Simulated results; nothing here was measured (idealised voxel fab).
Process module heading - voxel gate over fins
cross-section cut | 265 nm wide | cells 5 nm
Reading order for cross-sections: top band down to bottom band. Underlying form: a grid of square cells. Band size: one or more rows of cells.
This entry defines a band. It first specifies the height of the band's top and the height of its bottom in nm, and then specifies the band's materials from left to right, stating each material with its width in nm. The word "edge to edge" identifies a single material that fills the band from edge to edge, while the word "empty" identifies empty space.
All heights in this document are referenced to 0, defined as the level beneath which the wafer, as received, consists entirely of one material. The lowest band is not bounded below; it extends indefinitely downward and is written in the form "from 0 down".
The expression "30 to 40" gives the width at the extremes of the band, the first number at its top row of cells and the second at its bottom row, with the width changing by equal amounts from each row to the next in between.
Given "left unchanged" for a step, no cell of the cross-section differs between before and after that step.
Each empty space that has no open way to the top and spans at least 8 cells appears under "Closed void roster" as width x height at distance, the distance counted from the left edge, all in nm.
On a step's line, text after the settings is the simulator commenting on that step.
The optional step-line setting "overlay nm" applies to steps with a mask and quantifies how far to the right of its planned location the mask lay, a negative value indicating leftward placement.

Planned step list for the process
step 1: RECEIVE | material Si
step 2: CONFORMAL_DEP | material SiN | thk nm 5
step 3: MASKED_ETCH | tone cover | mask id FINS | width nm 15 | pitch nm 60 | etch materials SiN | depth nm 5 | overlay nm 0
step 4: MASKED_ETCH | tone cover | mask id FINS | width nm 15 | pitch nm 60 | etch materials Si | depth nm 30 | overlay nm 0
step 5: OXIDIZE | depth nm 5
step 6: FILL_DEP | material SiO2 | thk nm 5
step 7: CMP | height nm 5
step 8: PATTERN | tone open | mask id RAIL | material resist | width nm 15 | thk nm 15 | overlay nm 0
step 9: DIRECTIONAL_ETCH | etch materials SiO2 | depth nm 30
step 10: STRIP | etch materials resist
step 11: CONFORMAL_DEP | material TiN | thk nm 5
step 12: FILL_DEP | material W | thk nm 5
step 13: CMP | height nm 5
step 14: SELECTIVE_ETCH | etch materials W Ru TiN | depth nm 25
step 15: FILL_DEP | material SiO2 | thk nm 5
step 16: CMP | height nm 5
step 17: SELECTIVE_ETCH | etch materials SiO2 | depth nm 15
step 18: STRIP | etch materials SiN
step 19: CONFORMAL_DEP | material HfO2 | thk nm 5
step 20: CONFORMAL_DEP | material TiN | thk nm 5
step 21: CONFORMAL_DEP | material TiAl | thk nm 5
step 22: CONFORMAL_DEP | material TiN | thk nm 5
step 23: FILL_DEP | material W | thk nm 10
step 24: CMP | height nm 25
step 25: CONFORMAL_DEP | material SiN | thk nm 5

This is the cross-section of the wafer as we received it, i.e. after step 1
> from 0 down = Si edge to edge
> Closed void roster: none

End-of-module cross-section of the first of two wafers, processed as planned
> from 30 to 25 = SiN edge to edge
> from 25 to 20 = W edge to edge
> from 20 to 15 = W 80 nm | TiN 45 nm | W 15 nm | TiN 45 nm | W 80 nm
> from 15 to 10 = W 80 nm | TiN 5 nm | TiAl 35 nm | TiN 5 nm | W 15 nm | TiN 5 nm | TiAl 35 nm | TiN 5 nm | W 80 nm
> from 10 to 5 = TiN 85 nm | TiAl 5 nm | TiN 25 nm | TiAl 5 nm | TiN 25 nm | TiAl 5 nm | TiN 25 nm | TiAl 5 nm | TiN 85 nm
> from 5 to 0 = TiAl 90 nm | TiN 5 nm | HfO2 15 nm | TiN 5 nm | TiAl 35 nm | TiN 5 nm | HfO2 15 nm | TiN 5 nm | TiAl 90 nm
> from 0 to -5 = TiN 95 nm | HfO2 5 nm | Si 5 nm | HfO2 5 nm | TiN 45 nm | HfO2 5 nm | Si 5 nm | HfO2 5 nm | TiN 95 nm
> from -5 to -10 = HfO2 100 nm | Si 5 nm | HfO2 55 nm | Si 5 nm | HfO2 100 nm
> from -10 to -20 = SiO2 100 nm | Si 5 nm | SiO2 55 nm | Si 5 nm | SiO2 100 nm
> from -20 to -25 = SiO2 100 nm | Si 5 nm | SiO2 20 nm | TiN 15 nm | SiO2 20 nm | Si 5 nm | SiO2 100 nm
> from -25 to -35 = SiO2 100 nm | Si 5 nm | SiO2 55 nm | Si 5 nm | SiO2 100 nm
> from -35 down = Si edge to edge
> Closed void roster: none

Second wafer of the two, sectioned at the end of the module. It began like the first and followed the same plan, but one mistake was made while running it
> from 30 to 25 = SiN edge to edge
> from 25 to 20 = W edge to edge
> from 20 to 15 = W 75 nm | TiN 55 nm | W 5 nm | TiN 55 nm | W 75 nm
> from 15 to 10 = W 75 nm | TiN 5 nm | TiAl 45 nm | TiN 5 nm | W 5 nm | TiN 5 nm | TiAl 45 nm | TiN 5 nm | W 75 nm
> from 10 to 5 = TiN 80 nm | TiAl 5 nm | TiN 35 nm | TiAl 5 nm | TiN 15 nm | TiAl 5 nm | TiN 35 nm | TiAl 5 nm | TiN 80 nm
> from 5 to 0 = TiAl 85 nm | TiN 5 nm | HfO2 25 nm | TiN 5 nm | TiAl 25 nm | TiN 5 nm | HfO2 25 nm | TiN 5 nm | TiAl 85 nm
> from 0 to -5 = TiN 90 nm | HfO2 5 nm | Si 15 nm | HfO2 5 nm | TiN 35 nm | HfO2 5 nm | Si 15 nm | HfO2 5 nm | TiN 90 nm
> from -5 to -10 = HfO2 95 nm | Si 15 nm | HfO2 45 nm | Si 15 nm | HfO2 95 nm
> from -10 to -20 = SiO2 95 nm | Si 15 nm | SiO2 45 nm | Si 15 nm | SiO2 95 nm
> from -20 to -25 = SiO2 95 nm | Si 15 nm | SiO2 15 nm | TiN 15 nm | SiO2 15 nm | Si 15 nm | SiO2 95 nm
> from -25 to -35 = SiO2 95 nm | Si 15 nm | SiO2 45 nm | Si 15 nm | SiO2 95 nm
> from -35 down = Si edge to edge
> Closed void roster: none
Plan not followed: step 3 ran differently from the plan; actual operation with settings: MASKED_ETCH | tone cover | mask id FINS | width nm 25 | pitch nm 60 | etch materials SiN | depth nm 5 | overlay nm 0
FYI, end of process, the second wafer has more or fewer cells of some materials than the first: Si: 28 more | SiO2: 20 fewer | W: 8 fewer
